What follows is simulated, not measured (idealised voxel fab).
process module | voxel spacer lines
cross-section cut | 250 nm wide | cells 5 nm
A cross-section is a grid of square cells, given in bands from the top down. A band is one or more rows of cells.
Each band's line starts with the height of the band's top and of its bottom, in nm. Then come its materials from left to right, each with its width in nm. One material with "throughout" fills the band from edge to edge. "air" is empty space.
Height 0 is the level under which the wafer as received is all one material. The lowest band goes on downwards, as in "0 down".
A width such as "30 to 40" changes by the same amount from each row of cells to the next, from the band's top row to its bottom row.
"no change" after a step means that no cell of the cross-section changed.
closed voids: empty space of 8 cells or more with no open way to the top, each as width x height at its distance from the left edge, in nm
after a step's settings: what the simulator itself notes on the step
overlay nm, on a step with a mask: how far to the right of its planned place the mask lay; to the left if negative
plan
1 op RECEIVE | material Si
2 op CONFORMAL_DEP | material Al2O3 | thk nm 10
3 op DIRECTIONAL_DEP | material TiN | thk nm 10
4 op DIRECTIONAL_DEP | material aC | thk nm 20
5 op PATTERN | tone cover | mask id MANDREL | material resist | width nm 20 | pitch nm 60 | thk nm 30 | overlay nm 0
6 op DIRECTIONAL_ETCH | etch materials aC | depth nm 20
7 op STRIP | etch materials resist
8 op CONFORMAL_DEP | material SiO2 | thk nm 10
9 op DIRECTIONAL_ETCH | etch materials SiO2 | depth nm 10
10 op STRIP | etch materials aC
11 op DIRECTIONAL_ETCH | etch materials TiN | depth nm 10
12 op STRIP | etch materials SiO2
13 op FILL_DEP | material SiO2 | thk nm 5
14 op CMP | height nm 20
as received, after step 1
  0 down: Si throughout
  closed voids: none
a wafer at the end: this start, this plan, one mistake
  20 to 10: SiO2 50 | TiN 10 | SiO2 20 | TiN 10 | SiO2 20 | TiN 10 | SiO2 20 | TiN 10 | SiO2 20 | TiN 10 | SiO2 20 | TiN 10 | SiO2 40
  10 to 0: Al2O3 throughout
  0 down: Si throughout
  closed voids: none
what went wrong: step 5 ran as: op PATTERN | tone cover | mask id MANDREL | material resist | width nm 20 | pitch nm 60 | thk nm 30 | overlay nm 5
